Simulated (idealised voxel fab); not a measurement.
process module | voxel quadruple lines
cross-section cut | 285 nm wide | cells 5 nm
A cross-section is a grid of square cells, given in bands from the top down. A band is one or more rows of cells.
Each band's line starts with the height of the band's top and of its bottom, in nm. Then come its materials from left to right, each with its width in nm. One material with "throughout" fills the band from edge to edge. "air" is empty space.
Height 0 is the level under which the wafer as received is all one material. The lowest band goes on downwards, as in "0 down".
A width such as "30 to 40" changes by the same amount from each row of cells to the next, from the band's top row to its bottom row.
"no change" after a step means that no cell of the cross-section changed.
closed voids: empty space of 8 cells or more with no open way to the top, each as width x height at its distance from the left edge, in nm
after a step's settings: what the simulator itself notes on the step
overlay nm, on a step with a mask: how far to the right of its planned place the mask lay; to the left if negative
plan
1 op RECEIVE | material Si
2 op CONFORMAL_DEP | material Al2O3 | thk nm 5
3 op DIRECTIONAL_DEP | material W | thk nm 15
4 op DIRECTIONAL_DEP | material polySi | thk nm 20
5 op DIRECTIONAL_DEP | material aC | thk nm 25
6 op PATTERN | tone cover | mask id MANDREL | material resist | width nm 30 | thk nm 30 | overlay nm 0
7 op DIRECTIONAL_ETCH | etch materials aC | depth nm 25
8 op STRIP | etch materials resist
9 op CONFORMAL_DEP | material SiO2 | thk nm 10
10 op DIRECTIONAL_ETCH | etch materials SiO2 | depth nm 10
11 op STRIP | etch materials aC
12 op DIRECTIONAL_ETCH | etch materials polySi | depth nm 20
13 op STRIP | etch materials SiO2
14 op CONFORMAL_DEP | material SiN | thk nm 10
15 op DIRECTIONAL_ETCH | etch materials SiN | depth nm 10
16 op STRIP | etch materials polySi
17 op DIRECTIONAL_ETCH | etch materials W | depth nm 15
18 op STRIP | etch materials SiN
19 op FILL_DEP | material lowk | thk nm 5
20 op CMP | height nm 20
as received, after step 1
  0 down: Si throughout
  closed voids: none
first wafer at the end, as planned
  20 to 5: lowk 105 | W 10 | lowk 10 | W 10 | lowk 10 | W 10 | lowk 10 | W 10 | lowk 110
  5 to 0: Al2O3 throughout
  0 down: Si throughout
  closed voids: none
second wafer at the end: like start, like plan, one mistake
  20 to 15: lowk throughout
  15 to 0: lowk 105 | W 10 | lowk 10 | W 10 | lowk 10 | W 10 | lowk 10 | W 10 | lowk 110
  0 down: Si throughout
  closed voids: none
what went wrong: step 2 was left out
at the end the second wafer has, in cells: 57 fewer of Al2O3 | 57 more of lowk
